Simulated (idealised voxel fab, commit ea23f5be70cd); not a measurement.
Process module, titled voxel quadruple lines
We display cut, a cross-section 145 nm in width whose square cells are each 5 nm.
The cross-sections in this document take the form of a grid made of square cells. They are written out as bands, in order from top to bottom. Each band consists of one or more rows of cells. What a band's entry tells you: where the top is and where the bottom is, as heights in nm, and after that what lies inside, material by material from left to right, each with its width in nm. Empty space is written as the word "blank", and a single material marked with the word "edge to edge" occupies the band from edge to edge. Counting heights begins at 0, where everything beneath is, in the wafer as received, one material. The lowest band has no bottom; it goes on downwards, as "from 0 down" shows. The width entry "30 to 40" should be interpreted row by row: the top row of cells in the band takes the first number, the bottom row takes the second number, and the change between adjacent rows is uniform throughout. Any step labelled "left unchanged" changed none of the cells in the cross-section. Enclosed voids (no open way to top), threshold 8 cells or more, entry "Encapsulated voids", notation width x height at distance, distance from left edge, nm. Where a step's line continues beyond its settings, the continuation is a remark by the simulator itself on that step. "overlay nm" answers the question of how far to the right of plan the mask lay on a step that has a mask, and when it is negative the answer is to the left.

**Process steps (planned)**
- 1: RECEIVE: material Si
- 2: CONFORMAL_DEP: material SiO2, thk nm 10
- 3: DIRECTIONAL_DEP: material W, thk nm 10
- 4: DIRECTIONAL_DEP: material polySi, thk nm 20
- 5: DIRECTIONAL_DEP: material aC, thk nm 20
- 6: PATTERN: tone cover, mask id MANDREL, material resist, width nm 20, thk nm 25, overlay nm 0
- 7: DIRECTIONAL_ETCH: etch materials aC, depth nm 20
- 8: STRIP: etch materials resist
- 9: CONFORMAL_DEP: material SiO2, thk nm 10
- 10: DIRECTIONAL_ETCH: etch materials SiO2, depth nm 10
- 11: STRIP: etch materials aC
- 12: DIRECTIONAL_ETCH: etch materials polySi, depth nm 20
- 13: STRIP: etch materials SiO2
- 14: CONFORMAL_DEP: material SiCN, thk nm 5
- 15: DIRECTIONAL_ETCH: etch materials SiCN, depth nm 5
- 16: STRIP: etch materials polySi
- 17: DIRECTIONAL_ETCH: etch materials W, depth nm 10
- 18: STRIP: etch materials SiCN

**Wafer as received: cross-section following step 1**
from 0 down = Si edge to edge
Encapsulated voids: none

**Cross-sectional view of the first of the two wafers upon completion of the module, processed in accordance with the plan**
from 20 to 10 = blank: 45; W: 5; blank: 10; W: 5; blank: 10; W: 5; blank: 10; W: 5; blank: 50
from 10 to 0 = SiO2 edge to edge
from 0 down = Si edge to edge
Encapsulated voids: none

**End of module, second wafer, cross-section. Started like the first, planned like the first, run with one mistake**
from 15 to 10 = blank: 45; W: 5; blank: 10; W: 5; blank: 10; W: 5; blank: 10; W: 5; blank: 50
from 10 to 0 = SiO2 edge to edge
from 0 down = Si edge to edge
Encapsulated voids: none
what went wrong: off-plan run, step 3, actual operation and settings DIRECTIONAL_DEP: material W, thk nm 5
It is noted that, at the conclusion of processing, the second wafer exhibits a higher or lower cell count for certain materials relative to the first: W: 4 fewer
